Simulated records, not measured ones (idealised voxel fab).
process module | voxel tone inversion
cross-section cut | 230 nm wide | cells 5 nm
Reading order for cross-sections: top band down to bottom band. Underlying form: a grid of square cells. Band size: one or more rows of cells.
Band: top height; bottom height; in nm. Then, left to right: material with width in nm, for each material. "all across": a single material spanning edge to edge. "blank": empty space.
Heads up on the height convention: 0 is the point under which the incoming wafer is all one material, and the lowest band has no bottom, it just keeps going down, like "top 0, no bottom".
So if you see something like "30->40" for the width, read it as the top row of the band sitting at the first number and the bottom row at the second, with every row in between moving by the same amount as the last.
No cell of the cross-section changed in a step that is given as "no modification".
Reported under the label "Enclosed void inventory" are the empty spaces having no open way to the top and comprising 8 cells or more; the notation for each is width x height at distance, in which the distance is measured from the left edge and all three values are in nm.
Text after the settings on a step's line: the simulator's own remark on that step.
If you see "overlay nm" on a step's line and that step has a mask, it's telling you how far right of where it was planned the mask ended up; a negative number means it went left instead.
Listed below are the process steps as planned
1,RECEIVE with material Si
2,CONFORMAL_DEP with material SiN, thk nm 5
3,DIRECTIONAL_DEP with material aC, thk nm 15
4,PATTERN with tone cover, mask id POSTS, material resist, width nm 25, pitch nm 40, thk nm 20, overlay nm 0
5,DIRECTIONAL_ETCH with etch materials aC, depth nm 15
6,STRIP with etch materials resist
7,FILL_DEP with material lowk, thk nm 10
8,CMP with height nm 20
9,STRIP with etch materials aC
10,CONFORMAL_DEP with material TiN, thk nm 5
11,FILL_DEP with material Ru, thk nm 5
12,CMP with height nm 20
13,CONFORMAL_DEP with material SiN, thk nm 5
Run as planned: first of two wafers
Incoming wafer in cross-section (state: after step 1)
top 0, no bottom = Si all across
Enclosed void inventory: none
Upon completion of step 2, the wafer appears in cross-section as shown
top 5, bottom 0 = SiN all across
Nothing below the height 0 has changed.
Upon completion of step 3, the wafer appears in cross-section as shown
top 20, bottom 5 = aC all across
Nothing below the height 5 has changed.
Upon completion of step 4, the wafer appears in cross-section as shown
top 40, bottom 20 = blank: 80 | resist: 25 | blank: 15 | resist: 25 | blank: 85
Nothing below the height 20 has changed.
Upon completion of step 5, the wafer appears in cross-section as shown
top 25, bottom 20 = blank: 80 | resist: 25 | blank: 15 | resist: 25 | blank: 85
top 20, bottom 5 = blank: 80 | aC: 25 | blank: 15 | aC: 25 | blank: 85
Nothing below the height 5 has changed.
Upon completion of step 6, the wafer appears in cross-section as shown
top 20, bottom 5 = blank: 80 | aC: 25 | blank: 15 | aC: 25 | blank: 85
Nothing below the height 5 has changed.
Upon completion of step 7, the wafer appears in cross-section as shown
top 30, bottom 20 = lowk all across
top 20, bottom 5 = lowk: 80 | aC: 25 | lowk: 15 | aC: 25 | lowk: 85
Nothing below the height 5 has changed.
Upon completion of step 8, the wafer appears in cross-section as shown
top 20, bottom 5 = lowk: 80 | aC: 25 | lowk: 15 | aC: 25 | lowk: 85
Nothing below the height 5 has changed.
Upon completion of step 9, the wafer appears in cross-section as shown
top 20, bottom 5 = lowk: 80 | blank: 25 | lowk: 15 | blank: 25 | lowk: 85
Nothing below the height 5 has changed.
Upon completion of step 10, the wafer appears in cross-section as shown
top 25, bottom 20 = TiN: 85 | blank: 15 | TiN: 25 | blank: 15 | TiN: 90
top 20, bottom 10 = lowk: 80 | TiN: 5 | blank: 15 | TiN: 5 | lowk: 15 | TiN: 5 | blank: 15 | TiN: 5 | lowk: 85
top 10, bottom 5 = lowk: 80 | TiN: 25 | lowk: 15 | TiN: 25 | lowk: 85
Nothing below the height 5 has changed.
Upon completion of step 11, the wafer appears in cross-section as shown
top 30, bottom 25 = Ru all across
top 25, bottom 20 = TiN: 85 | Ru: 15 | TiN: 25 | Ru: 15 | TiN: 90
top 20, bottom 10 = lowk: 80 | TiN: 5 | Ru: 15 | TiN: 5 | lowk: 15 | TiN: 5 | Ru: 15 | TiN: 5 | lowk: 85
Nothing below the height 10 has changed.
Upon completion of step 12, the wafer appears in cross-section as shown
top 20, bottom 10 = lowk: 80 | TiN: 5 | Ru: 15 | TiN: 5 | lowk: 15 | TiN: 5 | Ru: 15 | TiN: 5 | lowk: 85
Nothing below the height 10 has changed.
Upon completion of step 13, the wafer appears in cross-section as shown
top 25, bottom 20 = SiN all across
Nothing below the height 20 has changed.
The Second Wafer: Common Origin and Plan, One Mistake in Execution, Identical to the First Through Step 3
Second wafer, cross-section, planned end of step 4
top 40, bottom 20 = blank: 85 | resist: 15 | blank: 25 | resist: 15 | blank: 90
Nothing below the height 20 has changed.
Second wafer, cross-section, planned end of step 5
top 25, bottom 20 = blank: 85 | resist: 15 | blank: 25 | resist: 15 | blank: 90
top 20, bottom 5 = blank: 85 | aC: 15 | blank: 25 | aC: 15 | blank: 90
Nothing below the height 5 has changed.
Second wafer, cross-section, planned end of step 6
top 20, bottom 5 = blank: 85 | aC: 15 | blank: 25 | aC: 15 | blank: 90
Nothing below the height 5 has changed.
Second wafer, cross-section, planned end of step 7
top 30, bottom 20 = lowk all across
top 20, bottom 5 = lowk: 85 | aC: 15 | lowk: 25 | aC: 15 | lowk: 90
Nothing below the height 5 has changed.
Second wafer, cross-section, planned end of step 8
top 20, bottom 5 = lowk: 85 | aC: 15 | lowk: 25 | aC: 15 | lowk: 90
Nothing below the height 5 has changed.
Second wafer, cross-section, planned end of step 9
top 20, bottom 5 = lowk: 85 | blank: 15 | lowk: 25 | blank: 15 | lowk: 90
Nothing below the height 5 has changed.
Second wafer, cross-section, planned end of step 10
top 25, bottom 20 = TiN: 90 | blank: 5 | TiN: 35 | blank: 5 | TiN: 95
top 20, bottom 10 = lowk: 85 | TiN: 5 | blank: 5 | TiN: 5 | lowk: 25 | TiN: 5 | blank: 5 | TiN: 5 | lowk: 90
top 10, bottom 5 = lowk: 85 | TiN: 15 | lowk: 25 | TiN: 15 | lowk: 90
Nothing below the height 5 has changed.
Second wafer, cross-section, planned end of step 11
top 30, bottom 25 = Ru all across
top 25, bottom 20 = TiN: 90 | Ru: 5 | TiN: 35 | Ru: 5 | TiN: 95
top 20, bottom 10 = lowk: 85 | TiN: 5 | Ru: 5 | TiN: 5 | lowk: 25 | TiN: 5 | Ru: 5 | TiN: 5 | lowk: 90
Nothing below the height 10 has changed.
Second wafer, cross-section, planned end of step 12
top 20, bottom 10 = lowk: 85 | TiN: 5 | Ru: 5 | TiN: 5 | lowk: 25 | TiN: 5 | Ru: 5 | TiN: 5 | lowk: 90
Nothing below the height 10 has changed.
Second wafer, cross-section, planned end of step 13
top 25, bottom 20 = SiN all across
Nothing below the height 20 has changed.
Deviation noted in wafer processing: step 4 ran as: PATTERN with tone cover, mask id POSTS, material resist, width nm 15, pitch nm 40, thk nm 20, overlay nm 0
In the final state, the cell counts of the second wafer exceed or fall short of those of the first for the following materials: 8 fewer of Ru; 4 fewer of TiN; 12 more of lowk
